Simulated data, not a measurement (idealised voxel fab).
Proc. module: voxel quadruple lines
cross-section cut | 165 nm wide | cells 5 nm
Think of the cross-section as a grid of square cells. We describe it in bands, top to bottom, and each band covers one or more rows of those cells. Each band's line starts with the height of the band's top and of its bottom, in nm. Then come its materials from left to right, each with its width in nm. One material with "everywhere" fills the band from edge to edge. "air" is empty space. Height 0 is the level under which the wafer as received is all one material. The lowest band goes on downwards, as in "0 and below". A two-number width, for instance "30->40", indicates that the width is equal to the first number in the top row of the band and to the second number in the bottom row, and that it changes by a constant amount per row of cells. Take "everything unchanged" at face value: in the step it is given for, the cross-section changed in none of its cells. The label "Closed void inventory" introduces a list of the empty spaces, 8 cells or larger, that have no open way up to the top; each entry in it reads width x height at distance, where the distance is taken from the left edge and all three are stated in nm. after a step's settings: what the simulator itself notes on the step. For masked steps, "overlay nm" on the step line gives how far right of plan the mask actually lay; a minus sign means it lay to the left.

### Process steps - plan
1) RECEIVE | material Si
2) CONFORMAL_DEP | material SiO2 | thk nm 10
3) DIRECTIONAL_DEP | material TiN | thk nm 15
4) DIRECTIONAL_DEP | material polySi | thk nm 15
5) DIRECTIONAL_DEP | material aC | thk nm 20
6) PATTERN | tone cover | mask id MANDREL | material resist | width nm 25 | thk nm 30 | overlay nm 0
7) DIRECTIONAL_ETCH | etch materials aC | depth nm 20
8) STRIP | etch materials resist
9) CONFORMAL_DEP | material SiO2 | thk nm 15
10) DIRECTIONAL_ETCH | etch materials SiO2 | depth nm 15
11) STRIP | etch materials aC
12) DIRECTIONAL_ETCH | etch materials polySi | depth nm 15
13) STRIP | etch materials SiO2
14) CONFORMAL_DEP | material SiCN | thk nm 5
15) DIRECTIONAL_ETCH | etch materials SiCN | depth nm 5
16) STRIP | etch materials polySi
17) DIRECTIONAL_ETCH | etch materials TiN | depth nm 15
18) STRIP | etch materials SiCN

### Incoming wafer, cross-sectional view, post step 1
    0 and below | Si everywhere
    Closed void inventory: none

### The plan above was carried out on the starting structure above with one mistake, and this cross-section shows the wafer at the end of the module
    15 down to 0 | air=50, TiN=5, air=15, TiN=5, air=15, TiN=5, air=15, TiN=5, air=50
    0 and below | Si everywhere
    Closed void inventory: none
What was done differently from what was planned? step 2 of the plan was excluded from execution and never run
